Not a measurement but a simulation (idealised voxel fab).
process module | voxel capacitor over wiring
cross-section cut | 275 nm wide | cells 5 nm
A cross-section is a grid of square cells, given in bands from the top down. A band is one or more rows of cells.
Each band's line starts with the height of the band's top and of its bottom, in nm. Then come its materials from left to right, each with its width in nm. One material with "throughout" fills the band from edge to edge. "air" is empty space.
Height 0 is the level under which the wafer as received is all one material. The lowest band goes on downwards, as in "0 down".
A width such as "30 to 40" changes by the same amount from each row of cells to the next, from the band's top row to its bottom row.
"no change" after a step means that no cell of the cross-section changed.
closed voids: empty space of 8 cells or more with no open way to the top, each as width x height at its distance from the left edge, in nm
after a step's settings: what the simulator itself notes on the step
overlay nm, on a step with a mask: how far to the right of its planned place the mask lay; to the left if negative
plan
1 op RECEIVE | material Si
2 op CONFORMAL_DEP | material SiO2 | thk nm 15
3 op DIRECTIONAL_DEP | material TiN | thk nm 5
4 op DIRECTIONAL_DEP | material Ru | thk nm 25
5 op PATTERN | tone cover | mask id METAL_1 | material resist | width nm 30 | pitch nm 100 | thk nm 20 | overlay nm 0
6 op DIRECTIONAL_ETCH | etch materials Ru | depth nm 25
7 op DIRECTIONAL_ETCH | etch materials TiN | depth nm 5
8 op STRIP | etch materials resist
9 op FILL_DEP | material lowk | thk nm 10
10 op CMP | height nm 45
11 op CONFORMAL_DEP | material SiCN | thk nm 5
12 op DIRECTIONAL_DEP | material SiO2 | thk nm 20
13 op MASKED_ETCH | tone open | mask id PLUG_1 | width nm 15 | etch materials SiO2 | depth nm 20 | overlay nm 0
14 op MASKED_ETCH | tone open | mask id PLUG_1 | width nm 15 | etch materials SiCN | depth nm 5 | overlay nm 0
15 op CONFORMAL_DEP | material TiN | thk nm 5
16 op FILL_DEP | material W | thk nm 10
17 op CMP | height nm 70
18 op DIRECTIONAL_DEP | material TiN | thk nm 5
19 op DIRECTIONAL_DEP | material SiN | thk nm 5
20 op DIRECTIONAL_DEP | material TiN | thk nm 5
21 op PATTERN | tone cover | mask id UPPER_PLATE | material resist | width nm 75 | thk nm 15 | overlay nm 0
22 op DIRECTIONAL_ETCH | etch materials TiN | depth nm 5
23 op DIRECTIONAL_ETCH | etch materials SiN | depth nm 5
24 op STRIP | etch materials resist
25 op MASKED_ETCH | tone cover | mask id LOWER_PLATE | width nm 85 | etch materials TiN | depth nm 5 | overlay nm 0
26 op FILL_DEP | material SiO2 | thk nm 20
27 op CMP | height nm 100
28 op DIRECTIONAL_DEP | material aC | thk nm 15
29 op PATTERN | tone open | mask id PLUG_2 | material resist | width nm 15 | thk nm 35 | overlay nm 0
30 op DIRECTIONAL_ETCH | etch materials aC | depth nm 15
31 op STRIP | etch materials resist
32 op DIRECTIONAL_ETCH | etch materials SiO2 | depth nm 15
33 op STRIP | etch materials aC
34 op CONFORMAL_DEP | material TiN | thk nm 5
35 op FILL_DEP | material W | thk nm 10
36 op CMP | height nm 100
37 op CONFORMAL_DEP | material SiN | thk nm 5
first wafer, as planned
as received, after step 1
  0 down: Si throughout
  closed voids: none
after step 2
  15 to 0: SiO2 throughout
  below 0: unchanged
after step 3
  20 to 15: TiN throughout
  below 15: unchanged
after step 4
  45 to 20: Ru throughout
  below 20: unchanged
after step 5
  65 to 45: air 70 | resist 30 | air 70 | resist 30 | air 75
  below 45: unchanged
after step 6
  65 to 45: air 70 | resist 30 | air 70 | resist 30 | air 75
  45 to 20: air 70 | Ru 30 | air 70 | Ru 30 | air 75
  below 20: unchanged
after step 7
  65 to 45: air 70 | resist 30 | air 70 | resist 30 | air 75
  45 to 20: air 70 | Ru 30 | air 70 | Ru 30 | air 75
  20 to 15: air 70 | TiN 30 | air 70 | TiN 30 | air 75
  below 15: unchanged
after step 8
  45 to 20: air 70 | Ru 30 | air 70 | Ru 30 | air 75
  below 20: unchanged
after step 9
  55 to 45: lowk throughout
  45 to 20: lowk 70 | Ru 30 | lowk 70 | Ru 30 | lowk 75
  20 to 15: lowk 70 | TiN 30 | lowk 70 | TiN 30 | lowk 75
  below 15: unchanged
after step 10
  45 to 20: lowk 70 | Ru 30 | lowk 70 | Ru 30 | lowk 75
  below 20: unchanged
after step 11
  50 to 45: SiCN throughout
  below 45: unchanged
after step 12
  70 to 50: SiO2 throughout
  below 50: unchanged
after step 13
  70 to 50: SiO2 85 | air 15 | SiO2 175
  below 50: unchanged
after step 14
  70 to 50: SiO2 85 | air 15 | SiO2 175
  50 to 45: SiCN 85 | air 15 | SiCN 175
  below 45: unchanged
after step 15
  75 to 70: TiN 90 | air 5 | TiN 180
  70 to 50: SiO2 85 | TiN 5 | air 5 | TiN 5 | SiO2 175
  50 to 45: SiCN 85 | TiN 15 | SiCN 175
  below 45: unchanged
after step 16
  85 to 75: W throughout
  75 to 70: TiN 90 | W 5 | TiN 180
  70 to 50: SiO2 85 | TiN 5 | W 5 | TiN 5 | SiO2 175
  below 50: unchanged
after step 17
  70 to 50: SiO2 85 | TiN 5 | W 5 | TiN 5 | SiO2 175
  below 50: unchanged
after step 18
  75 to 70: TiN throughout
  below 70: unchanged
after step 19
  80 to 75: SiN throughout
  below 75: unchanged
after step 20
  85 to 80: TiN throughout
  below 80: unchanged
after step 21
  100 to 85: air 85 | resist 75 | air 115
  below 85: unchanged
after step 22
  100 to 85: air 85 | resist 75 | air 115
  85 to 80: air 85 | TiN 75 | air 115
  below 80: unchanged
after step 23
  100 to 85: air 85 | resist 75 | air 115
  85 to 80: air 85 | TiN 75 | air 115
  80 to 75: air 85 | SiN 75 | air 115
  below 75: unchanged
after step 24
  85 to 80: air 85 | TiN 75 | air 115
  below 80: unchanged
after step 25
  85 to 80: air 85 | TiN 75 | air 115
  80 to 75: air 85 | SiN 75 | air 115
  75 to 70: air 80 | TiN 85 | air 110
  below 70: unchanged
after step 26
  105 to 85: SiO2 throughout
  85 to 80: SiO2 85 | TiN 75 | SiO2 115
  80 to 75: SiO2 85 | SiN 75 | SiO2 115
  75 to 70: SiO2 80 | TiN 85 | SiO2 110
  below 70: unchanged
after step 27
  100 to 85: SiO2 throughout
  below 85: unchanged
after step 28
  115 to 100: aC throughout
  below 100: unchanged
after step 29
  150 to 115: resist 95 | air 15 | resist 165
  below 115: unchanged
after step 30
  135 to 115: resist 95 | air 15 | resist 165
  115 to 100: aC 95 | air 15 | aC 165
  below 100: unchanged
after step 31
  115 to 100: aC 95 | air 15 | aC 165
  below 100: unchanged
after step 32
  115 to 100: aC 95 | air 15 | aC 165
  100 to 85: SiO2 95 | air 15 | SiO2 165
  below 85: unchanged
after step 33
  100 to 85: SiO2 95 | air 15 | SiO2 165
  below 85: unchanged
after step 34
  105 to 100: TiN 100 | air 5 | TiN 170
  100 to 90: SiO2 95 | TiN 5 | air 5 | TiN 5 | SiO2 165
  90 to 80: SiO2 95 to 85 | TiN 15 to 75 | SiO2 165 to 115
  below 80: unchanged
after step 35
  115 to 105: W throughout
  105 to 100: TiN 100 | W 5 | TiN 170
  100 to 90: SiO2 95 | TiN 5 | W 5 | TiN 5 | SiO2 165
  below 90: unchanged
after step 36
  100 to 90: SiO2 95 | TiN 5 | W 5 | TiN 5 | SiO2 165
  below 90: unchanged
after step 37
  105 to 100: SiN throughout
  below 100: unchanged
second wafer: like start, like plan, one mistake. Through step 17 it matches the first wafer
when step 18 should have ended
  75 to 70: aC throughout
  below 70: unchanged
when step 19 should have ended
  80 to 75: SiN throughout
  below 75: unchanged
when step 20 should have ended
  85 to 80: TiN throughout
  below 80: unchanged
when step 21 should have ended
  100 to 85: air 85 | resist 75 | air 115
  below 85: unchanged
when step 22 should have ended
  100 to 85: air 85 | resist 75 | air 115
  85 to 80: air 85 | TiN 75 | air 115
  below 80: unchanged
when step 23 should have ended
  100 to 85: air 85 | resist 75 | air 115
  85 to 80: air 85 | TiN 75 | air 115
  80 to 75: air 85 | SiN 75 | air 115
  below 75: unchanged
when step 24 should have ended
  85 to 80: air 85 | TiN 75 | air 115
  below 80: unchanged
when step 25 should have ended: no change
when step 26 should have ended
  105 to 85: SiO2 throughout
  85 to 80: SiO2 85 | TiN 75 | SiO2 115
  80 to 75: SiO2 85 | SiN 75 | SiO2 115
  below 75: unchanged
when step 27 should have ended
  100 to 85: SiO2 throughout
  below 85: unchanged
when step 28 should have ended
  115 to 100: aC throughout
  below 100: unchanged
when step 29 should have ended
  150 to 115: resist 95 | air 15 | resist 165
  below 115: unchanged
when step 30 should have ended
  135 to 115: resist 95 | air 15 | resist 165
  115 to 100: aC 95 | air 15 | aC 165
  below 100: unchanged
when step 31 should have ended
  115 to 100: aC 95 | air 15 | aC 165
  below 100: unchanged
when step 32 should have ended
  115 to 100: aC 95 | air 15 | aC 165
  100 to 85: SiO2 95 | air 15 | SiO2 165
  below 85: unchanged
when step 33 should have ended
  100 to 85: SiO2 95 | air 15 | SiO2 165
  below 85: unchanged
when step 34 should have ended
  105 to 100: TiN 100 | air 5 | TiN 170
  100 to 90: SiO2 95 | TiN 5 | air 5 | TiN 5 | SiO2 165
  90 to 80: SiO2 95 to 85 | TiN 15 to 75 | SiO2 165 to 115
  below 80: unchanged
when step 35 should have ended
  115 to 105: W throughout
  105 to 100: TiN 100 | W 5 | TiN 170
  100 to 90: SiO2 95 | TiN 5 | W 5 | TiN 5 | SiO2 165
  below 90: unchanged
when step 36 should have ended
  100 to 90: SiO2 95 | TiN 5 | W 5 | TiN 5 | SiO2 165
  below 90: unchanged
when step 37 should have ended
  105 to 100: SiN throughout
  below 100: unchanged
what went wrong: step 18 ran as: op DIRECTIONAL_DEP | material aC | thk nm 5
at the end the second wafer has, in cells: 38 fewer of SiO2 | 17 fewer of TiN | 55 more of aC
